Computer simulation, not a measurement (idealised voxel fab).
Process module in this document: voxel self aligned vias
Section shown: cut. Width: 215 nm. Cell size: 5 nm, square.
Throughout this document, each cross-section is represented as a grid of square cells and is presented as a sequence of bands enumerated from the top downward, where a band comprises one or more rows of cells.
Read a band's entry like this: the first values are the height of its top and the height of its bottom in nm, and what follows is the sequence of materials from left to right, each with its width in nm. Note that "blank" is empty space, and that a single material marked "full width" reaches across the band from edge to edge.
Heights are reckoned from 0. Under this level, the received wafer is all of one material. The bottommost band is open-ended downward, for example "0 nm and below".
Top row gets the first number, bottom row gets the second, and each row in between changes by the same step: that is how a band width like "30 to 40" works.
"same as before" means the step left every cell of the cross-section as it was.
Look at "Enclosed cavity list" for the closed voids: empty spaces with no open path to the top, sized 8 cells or up. Each is width x height at distance, distance from the left edge, all nm.
If you see something after the settings on a step's line, that's the simulator's own remark about that step.
You can add "overlay nm" to a step's line. For a step with a mask, it describes how far the mask lay to the right of its planned position, and a negative number describes a lay to the left.
The process steps that were planned are listed below:
1 RECEIVE, material Si
2 CONFORMAL_DEP, material SiO2, thk nm 15
3 CONFORMAL_DEP, material SiCN, thk nm 5
4 DIRECTIONAL_DEP, material lowk, thk nm 30
5 PATTERN, tone open, mask id LINES, material resist, width nm 30, pitch nm 70, thk nm 15, overlay nm 0
6 DIRECTIONAL_ETCH, etch materials lowk, depth nm 30
7 STRIP, etch materials resist
8 CONFORMAL_DEP, material TiN, thk nm 5
9 FILL_DEP, material W, thk nm 10
10 CMP, height nm 50
11 SELECTIVE_ETCH, etch materials W Ru TiN, depth nm 5
12 FILL_DEP, material SiN, thk nm 5
13 CMP, height nm 50
14 DIRECTIONAL_DEP, material lowk, thk nm 15
15 MASKED_ETCH, tone open, mask id VIAS, width nm 50, pitch nm 70, etch materials lowk, depth nm 15, overlay nm 0
16 MASKED_ETCH, tone open, mask id VIAS, width nm 50, pitch nm 70, etch materials SiN, depth nm 5, overlay nm 0
17 CONFORMAL_DEP, material TiN, thk nm 5
18 FILL_DEP, material W, thk nm 5
19 CMP, height nm 65
20 CONFORMAL_DEP, material SiCN, thk nm 5
First wafer, as planned:
Wafer as received: cross-section following step 1:
    0 nm and below | Si full width
    Enclosed cavity list: none
Step 2 complete: cross-section through the wafer:
    15 nm to 0 nm | SiO2 full width
    Whatever lies below 0 is exactly as it was before.
Step 3 complete: cross-section through the wafer:
    20 nm to 15 nm | SiCN full width
    Whatever lies below 15 is exactly as it was before.
Step 4 complete: cross-section through the wafer:
    50 nm to 20 nm | lowk full width
    Whatever lies below 20 is exactly as it was before.
Step 5 complete: cross-section through the wafer:
    65 nm to 50 nm | resist: 55 | blank: 30 | resist: 40 | blank: 30 | resist: 60
    Whatever lies below 50 is exactly as it was before.
Step 6 complete: cross-section through the wafer:
    65 nm to 50 nm | resist: 55 | blank: 30 | resist: 40 | blank: 30 | resist: 60
    50 nm to 20 nm | lowk: 55 | blank: 30 | lowk: 40 | blank: 30 | lowk: 60
    Whatever lies below 20 is exactly as it was before.
Step 7 complete: cross-section through the wafer:
    50 nm to 20 nm | lowk: 55 | blank: 30 | lowk: 40 | blank: 30 | lowk: 60
    Whatever lies below 20 is exactly as it was before.
Step 8 complete: cross-section through the wafer:
    55 nm to 50 nm | TiN: 60 | blank: 20 | TiN: 50 | blank: 20 | TiN: 65
    50 nm to 25 nm | lowk: 55 | TiN: 5 | blank: 20 | TiN: 5 | lowk: 40 | TiN: 5 | blank: 20 | TiN: 5 | lowk: 60
    25 nm to 20 nm | lowk: 55 | TiN: 30 | lowk: 40 | TiN: 30 | lowk: 60
    Whatever lies below 20 is exactly as it was before.
Step 9 complete: cross-section through the wafer:
    65 nm to 55 nm | W full width
    55 nm to 50 nm | TiN: 60 | W: 20 | TiN: 50 | W: 20 | TiN: 65
    50 nm to 25 nm | lowk: 55 | TiN: 5 | W: 20 | TiN: 5 | lowk: 40 | TiN: 5 | W: 20 | TiN: 5 | lowk: 60
    Whatever lies below 25 is exactly as it was before.
Step 10 complete: cross-section through the wafer:
    50 nm to 25 nm | lowk: 55 | TiN: 5 | W: 20 | TiN: 5 | lowk: 40 | TiN: 5 | W: 20 | TiN: 5 | lowk: 60
    Whatever lies below 25 is exactly as it was before.
Step 11 complete: cross-section through the wafer:
    50 nm to 45 nm | lowk: 55 | blank: 30 | lowk: 40 | blank: 30 | lowk: 60
    Whatever lies below 45 is exactly as it was before.
Step 12 complete: cross-section through the wafer:
    55 nm to 50 nm | SiN full width
    50 nm to 45 nm | lowk: 55 | SiN: 30 | lowk: 40 | SiN: 30 | lowk: 60
    Whatever lies below 45 is exactly as it was before.
Step 13 complete: cross-section through the wafer:
    50 nm to 45 nm | lowk: 55 | SiN: 30 | lowk: 40 | SiN: 30 | lowk: 60
    Whatever lies below 45 is exactly as it was before.
Step 14 complete: cross-section through the wafer:
    65 nm to 50 nm | lowk full width
    Whatever lies below 50 is exactly as it was before.
Step 15 complete: cross-section through the wafer:
    65 nm to 50 nm | lowk: 45 | blank: 50 | lowk: 20 | blank: 50 | lowk: 50
    Whatever lies below 50 is exactly as it was before.
Step 16 complete: cross-section through the wafer:
    65 nm to 50 nm | lowk: 45 | blank: 50 | lowk: 20 | blank: 50 | lowk: 50
    50 nm to 45 nm | lowk: 55 | blank: 30 | lowk: 40 | blank: 30 | lowk: 60
    Whatever lies below 45 is exactly as it was before.
Step 17 complete: cross-section through the wafer:
    70 nm to 65 nm | TiN: 50 | blank: 40 | TiN: 30 | blank: 40 | TiN: 55
    65 nm to 55 nm | lowk: 45 | TiN: 5 | blank: 40 | TiN: 5 | lowk: 20 | TiN: 5 | blank: 40 | TiN: 5 | lowk: 50
    55 nm to 50 nm | lowk: 45 | TiN: 15 | blank: 20 | TiN: 15 | lowk: 20 | TiN: 15 | blank: 20 | TiN: 15 | lowk: 50
    50 nm to 45 nm | lowk: 55 | TiN: 30 | lowk: 40 | TiN: 30 | lowk: 60
    Whatever lies below 45 is exactly as it was before.
Step 18 complete: cross-section through the wafer:
    75 nm to 70 nm | W full width
    70 nm to 65 nm | TiN: 50 | W: 40 | TiN: 30 | W: 40 | TiN: 55
    65 nm to 55 nm | lowk: 45 | TiN: 5 | W: 40 | TiN: 5 | lowk: 20 | TiN: 5 | W: 40 | TiN: 5 | lowk: 50
    55 nm to 50 nm | lowk: 45 | TiN: 15 | W: 20 | TiN: 15 | lowk: 20 | TiN: 15 | W: 20 | TiN: 15 | lowk: 50
    Whatever lies below 50 is exactly as it was before.
Step 19 complete: cross-section through the wafer:
    65 nm to 55 nm | lowk: 45 | TiN: 5 | W: 40 | TiN: 5 | lowk: 20 | TiN: 5 | W: 40 | TiN: 5 | lowk: 50
    Whatever lies below 55 is exactly as it was before.
Step 20 complete: cross-section through the wafer:
    70 nm to 65 nm | SiCN full width
    Whatever lies below 65 is exactly as it was before.
The second wafer: identical to the first at the outset and in its planned sequence, differing only in that one mistake was made during processing; up to and including step 4, its path is the first wafer's path:
At the planned end of step 5, the second wafer in cross-section:
    65 nm to 50 nm | resist: 65 | blank: 30 | resist: 40 | blank: 30 | resist: 50
    Whatever lies below 50 is exactly as it was before.
At the planned end of step 6, the second wafer in cross-section:
    65 nm to 50 nm | resist: 65 | blank: 30 | resist: 40 | blank: 30 | resist: 50
    50 nm to 20 nm | lowk: 65 | blank: 30 | lowk: 40 | blank: 30 | lowk: 50
    Whatever lies below 20 is exactly as it was before.
At the planned end of step 7, the second wafer in cross-section:
    50 nm to 20 nm | lowk: 65 | blank: 30 | lowk: 40 | blank: 30 | lowk: 50
    Whatever lies below 20 is exactly as it was before.
At the planned end of step 8, the second wafer in cross-section:
    55 nm to 50 nm | TiN: 70 | blank: 20 | TiN: 50 | blank: 20 | TiN: 55
    50 nm to 25 nm | lowk: 65 | TiN: 5 | blank: 20 | TiN: 5 | lowk: 40 | TiN: 5 | blank: 20 | TiN: 5 | lowk: 50
    25 nm to 20 nm | lowk: 65 | TiN: 30 | lowk: 40 | TiN: 30 | lowk: 50
    Whatever lies below 20 is exactly as it was before.
At the planned end of step 9, the second wafer in cross-section:
    65 nm to 55 nm | W full width
    55 nm to 50 nm | TiN: 70 | W: 20 | TiN: 50 | W: 20 | TiN: 55
    50 nm to 25 nm | lowk: 65 | TiN: 5 | W: 20 | TiN: 5 | lowk: 40 | TiN: 5 | W: 20 | TiN: 5 | lowk: 50
    Whatever lies below 25 is exactly as it was before.
At the planned end of step 10, the second wafer in cross-section:
    50 nm to 25 nm | lowk: 65 | TiN: 5 | W: 20 | TiN: 5 | lowk: 40 | TiN: 5 | W: 20 | TiN: 5 | lowk: 50
    Whatever lies below 25 is exactly as it was before.
At the planned end of step 11, the second wafer in cross-section:
    50 nm to 45 nm | lowk: 65 | blank: 30 | lowk: 40 | blank: 30 | lowk: 50
    Whatever lies below 45 is exactly as it was before.
At the planned end of step 12, the second wafer in cross-section:
    55 nm to 50 nm | SiN full width
    50 nm to 45 nm | lowk: 65 | SiN: 30 | lowk: 40 | SiN: 30 | lowk: 50
    Whatever lies below 45 is exactly as it was before.
At the planned end of step 13, the second wafer in cross-section:
    50 nm to 45 nm | lowk: 65 | SiN: 30 | lowk: 40 | SiN: 30 | lowk: 50
    Whatever lies below 45 is exactly as it was before.
At the planned end of step 14, the second wafer in cross-section:
    65 nm to 50 nm | lowk full width
    Whatever lies below 50 is exactly as it was before.
At the planned end of step 15, the second wafer in cross-section:
    65 nm to 50 nm | lowk: 45 | blank: 50 | lowk: 20 | blank: 50 | lowk: 50
    Whatever lies below 50 is exactly as it was before.
At the planned end of step 16, the second wafer in cross-section:
    65 nm to 50 nm | lowk: 45 | blank: 50 | lowk: 20 | blank: 50 | lowk: 50
    50 nm to 45 nm | lowk: 65 | blank: 30 | lowk: 40 | blank: 30 | lowk: 50
    Whatever lies below 45 is exactly as it was before.
At the planned end of step 17, the second wafer in cross-section:
    70 nm to 65 nm | TiN: 50 | blank: 40 | TiN: 30 | blank: 40 | TiN: 55
    65 nm to 55 nm | lowk: 45 | TiN: 5 | blank: 40 | TiN: 5 | lowk: 20 | TiN: 5 | blank: 40 | TiN: 5 | lowk: 50
    55 nm to 50 nm | lowk: 45 | TiN: 25 | blank: 20 | TiN: 5 | lowk: 20 | TiN: 25 | blank: 20 | TiN: 5 | lowk: 50
    50 nm to 45 nm | lowk: 65 | TiN: 30 | lowk: 40 | TiN: 30 | lowk: 50
    Whatever lies below 45 is exactly as it was before.
At the planned end of step 18, the second wafer in cross-section:
    75 nm to 70 nm | W full width
    70 nm to 65 nm | TiN: 50 | W: 40 | TiN: 30 | W: 40 | TiN: 55
    65 nm to 55 nm | lowk: 45 | TiN: 5 | W: 40 | TiN: 5 | lowk: 20 | TiN: 5 | W: 40 | TiN: 5 | lowk: 50
    55 nm to 50 nm | lowk: 45 | TiN: 25 | W: 20 | TiN: 5 | lowk: 20 | TiN: 25 | W: 20 | TiN: 5 | lowk: 50
    Whatever lies below 50 is exactly as it was before.
At the planned end of step 19, the second wafer in cross-section:
    65 nm to 55 nm | lowk: 45 | TiN: 5 | W: 40 | TiN: 5 | lowk: 20 | TiN: 5 | W: 40 | TiN: 5 | lowk: 50
    Whatever lies below 55 is exactly as it was before.
At the planned end of step 20, the second wafer in cross-section:
    70 nm to 65 nm | SiCN full width
    Whatever lies below 65 is exactly as it was before.
What was done differently from what was planned? rather than as planned, step 5 actually ran as PATTERN, tone open, mask id LINES, material resist, width nm 30, pitch nm 70, thk nm 15, overlay nm 10
At the close, every material occupies the same number of cells on the second wafer as on the first, only in different positions.
